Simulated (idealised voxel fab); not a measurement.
process module | voxel released beams
cross-section cut | 160 nm wide | cells 5 nm
A cross-section is a grid of square cells, given in bands from the top down. A band is one or more rows of cells.
Each band's line starts with the height of the band's top and of its bottom, in nm. Then come its materials from left to right, each with its width in nm. One material with "throughout" fills the band from edge to edge. "air" is empty space.
Height 0 is the level under which the wafer as received is all one material. The lowest band goes on downwards, as in "0 down".
A width such as "30 to 40" changes by the same amount from each row of cells to the next, from the band's top row to its bottom row.
"no change" after a step means that no cell of the cross-section changed.
closed voids: empty space of 8 cells or more with no open way to the top, each as width x height at its distance from the left edge, in nm
after a step's settings: what the simulator itself notes on the step
overlay nm, on a step with a mask: how far to the right of its planned place the mask lay; to the left if negative
plan
1 op RECEIVE | material Si
2 op CONFORMAL_DEP | material SiN | thk nm 5
3 op DIRECTIONAL_DEP | material SiO2 | thk nm 15
4 op DIRECTIONAL_DEP | material aC | thk nm 15
5 op PATTERN | tone open | mask id ANCHOR | material resist | width nm 35 | thk nm 35 | overlay nm 0
6 op DIRECTIONAL_ETCH | etch materials aC | depth nm 15
7 op STRIP | etch materials resist
8 op DIRECTIONAL_ETCH | etch materials SiO2 | depth nm 15
9 op STRIP | etch materials aC
10 op CONFORMAL_DEP | material W | thk nm 15
11 op PATTERN | tone cover | mask id BEAM | material resist | width nm 110 | thk nm 15 | overlay nm 0
12 op DIRECTIONAL_ETCH | etch materials W | depth nm 15
13 op STRIP | etch materials resist
14 op STRIP | etch materials SiO2
as received, after step 1
  0 down: Si throughout
  closed voids: none
a wafer at the end: this start, this plan, one mistake
  35 to 20: air 20 | W 55 | air 85
  20 to 5: air 10 | W 15 | SiO2 35 | W 70 | air 30
  5 to 0: SiN throughout
  0 down: Si throughout
  closed voids: none
what went wrong: step 5 ran as: op PATTERN | tone cover | mask id ANCHOR | material resist | width nm 35 | thk nm 35 | overlay nm 0
